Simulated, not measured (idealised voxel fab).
process module | voxel spacer lines
cross-section cut | 220 nm wide | cells 5 nm
A cross-section is a grid of square cells, given in bands from the top down. A band is one or more rows of cells.
Each band's line starts with the height of the band's top and of its bottom, in nm. Then come its materials from left to right, each with its width in nm. One material with "throughout" fills the band from edge to edge. "air" is empty space.
Height 0 is the level under which the wafer as received is all one material. The lowest band goes on downwards, as in "0 down".
A width such as "30 to 40" changes by the same amount from each row of cells to the next, from the band's top row to its bottom row.
"no change" after a step means that no cell of the cross-section changed.
closed voids: empty space of 8 cells or more with no open way to the top, each as width x height at its distance from the left edge, in nm
after a step's settings: what the simulator itself notes on the step
overlay nm, on a step with a mask: how far to the right of its planned place the mask lay; to the left if negative
plan
1 op RECEIVE | material Si
2 op CONFORMAL_DEP | material Al2O3 | thk nm 10
3 op DIRECTIONAL_DEP | material SiN | thk nm 10
4 op DIRECTIONAL_DEP | material aC | thk nm 25
5 op PATTERN | tone cover | mask id MANDREL | material resist | width nm 15 | pitch nm 60 | thk nm 30 | overlay nm 0
6 op DIRECTIONAL_ETCH | etch materials aC | depth nm 25
7 op STRIP | etch materials resist
8 op CONFORMAL_DEP | material SiO2 | thk nm 15
9 op DIRECTIONAL_ETCH | etch materials SiO2 | depth nm 15
10 op STRIP | etch materials aC
11 op DIRECTIONAL_ETCH | etch materials SiN | depth nm 10
12 op STRIP | etch materials SiO2
13 op FILL_DEP | material SiO2 | thk nm 5
14 op CMP | height nm 20
as received, after step 1
  0 down: Si throughout
  closed voids: none
first wafer at the end, as planned
  20 to 10: SiO2 25 | SiN 15 | SiO2 15 | SiN 15 | SiO2 15 | SiN 15 | SiO2 15 | SiN 15 | SiO2 15 | SiN 15 | SiO2 15 | SiN 15 | SiO2 30
  10 to 0: Al2O3 throughout
  0 down: Si throughout
  closed voids: none
second wafer at the end: like start, like plan, one mistake
  20 to 10: SiO2 35 | SiN 15 | SiO2 15 | SiN 15 | SiO2 15 | SiN 15 | SiO2 15 | SiN 15 | SiO2 15 | SiN 15 | SiO2 15 | SiN 15 | SiO2 20
  10 to 0: Al2O3 throughout
  0 down: Si throughout
  closed voids: none
what went wrong: step 5 ran as: op PATTERN | tone cover | mask id MANDREL | material resist | width nm 15 | pitch nm 60 | thk nm 30 | overlay nm 10
at the end the second wafer has, in cells: as many of each material as the first, in other places
